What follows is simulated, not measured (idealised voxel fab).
process module | voxel plated lines
cross-section cut | 190 nm wide | cells 5 nm
A cross-section is a grid of square cells, given in bands from the top down. A band is one or more rows of cells.
Each band's line starts with the height of the band's top and of its bottom, in nm. Then come its materials from left to right, each with its width in nm. One material with "throughout" fills the band from edge to edge. "air" is empty space.
Height 0 is the level under which the wafer as received is all one material. The lowest band goes on downwards, as in "0 down".
A width such as "30 to 40" changes by the same amount from each row of cells to the next, from the band's top row to its bottom row.
"no change" after a step means that no cell of the cross-section changed.
closed voids: empty space of 8 cells or more with no open way to the top, each as width x height at its distance from the left edge, in nm
after a step's settings: what the simulator itself notes on the step
overlay nm, on a step with a mask: how far to the right of its planned place the mask lay; to the left if negative
plan
1 op RECEIVE | material Si
2 op CONFORMAL_DEP | material Al2O3 | thk nm 5
3 op DIRECTIONAL_DEP | material TiN | thk nm 5
4 op PATTERN | tone open | mask id LINES | material resist | width nm 20 | pitch nm 35 | thk nm 15 | overlay nm 0
5 op EPI | material Ru | thk nm 5
6 op STRIP | etch materials resist
7 op DIRECTIONAL_ETCH | etch materials TiN | depth nm 5
8 op CONFORMAL_DEP | material SiN | thk nm 10
as received, after step 1
  0 down: Si throughout
  closed voids: none
first wafer at the end, as planned
  25 to 15: air 20 | SiN 145 | air 25
  15 to 10: SiN 30 | Ru 20 | SiN 15 | Ru 20 | SiN 15 | Ru 20 | SiN 15 | Ru 20 | SiN 35
  10 to 5: SiN 30 | TiN 20 | SiN 15 | TiN 20 | SiN 15 | TiN 20 | SiN 15 | TiN 20 | SiN 35
  5 to 0: Al2O3 throughout
  0 down: Si throughout
  closed voids: none
second wafer at the end: like start, like plan, one mistake
  20 to 10: SiN throughout
  10 to 5: Al2O3 throughout
  5 to 0: TiN throughout
  0 down: Si throughout
  closed voids: none
what went wrong: steps 2 and 3 were swapped
at the end the second wafer has, in cells: 16 fewer of Ru | 26 fewer of SiN | 22 more of TiN
